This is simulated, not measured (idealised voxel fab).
The document below concerns the process module designated voxel plated lines.
Cross-section cut: width 185 nm, square cells of 5 nm.
Cross-section layout: square cells on a grid; listed as bands, top to bottom; a band spans one or more cell rows. A band entry consists of two parts. The first gives the height of the band's top and the height of its bottom, in nm. The rest lists the band's materials from left to right, each with its width in nm. A single material labelled with the word "full width" fills the band from edge to edge, and the word "empty" marks empty space. For the purposes of this specification, 0 denotes the height below which the wafer in its as-received condition is composed wholly of one material, and the lowermost band, lacking a lower limit, extends downward without end, as expressed in "top 0, no bottom". A width given as "30 to 40" starts at the first number in the band's top row and ends at the second number in its bottom row, shifting by an equal amount at every step from row to row. You'll sometimes find "nothing got changed" written for a step, and that's the way of saying that nowhere in the cross-section did a cell change during that step. In the "Enclosed void catalog" entry, you get each enclosed empty space of 8 cells or more, one with no open way to the top, written width x height at distance, distance from the left edge, in nm. Heads up: the bit after the settings on a step's line is the simulator's remark on that step. On any step carrying a mask, the "overlay nm" setting, if present on the step's line, tells how far right of its planned place the mask lay; negative values point to the left.

Process steps - plan
1) RECEIVE with material Si
2) CONFORMAL_DEP with material Al2O3, thk nm 5
3) DIRECTIONAL_DEP with material TiN, thk nm 5
4) PATTERN with tone open, mask id LINES, material resist, width nm 20, pitch nm 40, thk nm 20, overlay nm 0
5) EPI with material Ru, thk nm 10
6) STRIP with etch materials resist
7) DIRECTIONAL_ETCH with etch materials TiN, depth nm 5
8) CONFORMAL_DEP with material SiN, thk nm 5

Wafer cross-section on receipt, i.e. after step 1
  top 0, no bottom | Si full width
  Enclosed void catalog: none

First wafer at the end, as planned
  top 25, bottom 20 | empty (55), then SiN (30), then empty (10), then SiN (30), then empty (60)
  top 20, bottom 10 | empty (55), then SiN (5), then Ru (20), then SiN (5), then empty (10), then SiN (5), then Ru (20), then SiN (5), then empty (60)
  top 10, bottom 5 | SiN (60), then TiN (20), then SiN (20), then TiN (20), then SiN (65)
  top 5, bottom 0 | Al2O3 full width
  top 0, no bottom | Si full width
  Enclosed void catalog: none

End-of-module cross-section of the second wafer: identical starting point and process plan to the first, with one processing mistake
  top 25, bottom 20 | SiN (65), then empty (10), then SiN (30), then empty (10), then SiN (70)
  top 20, bottom 10 | Ru (60), then SiN (5), then empty (10), then SiN (5), then Ru (20), then SiN (5), then empty (10), then SiN (5), then Ru (65)
  top 10, bottom 5 | TiN (60), then SiN (20), then TiN (20), then SiN (20), then TiN (65)
  top 5, bottom 0 | Al2O3 full width
  top 0, no bottom | Si full width
  Enclosed void catalog: none
Deviation from plan: contrary to plan, step 4 was performed as PATTERN with tone cover, mask id LINES, material resist, width nm 20, pitch nm 40, thk nm 20, overlay nm 0
End check, counted in cells, second wafer has more or fewer of these materials than the first: +42 Ru; +21 TiN
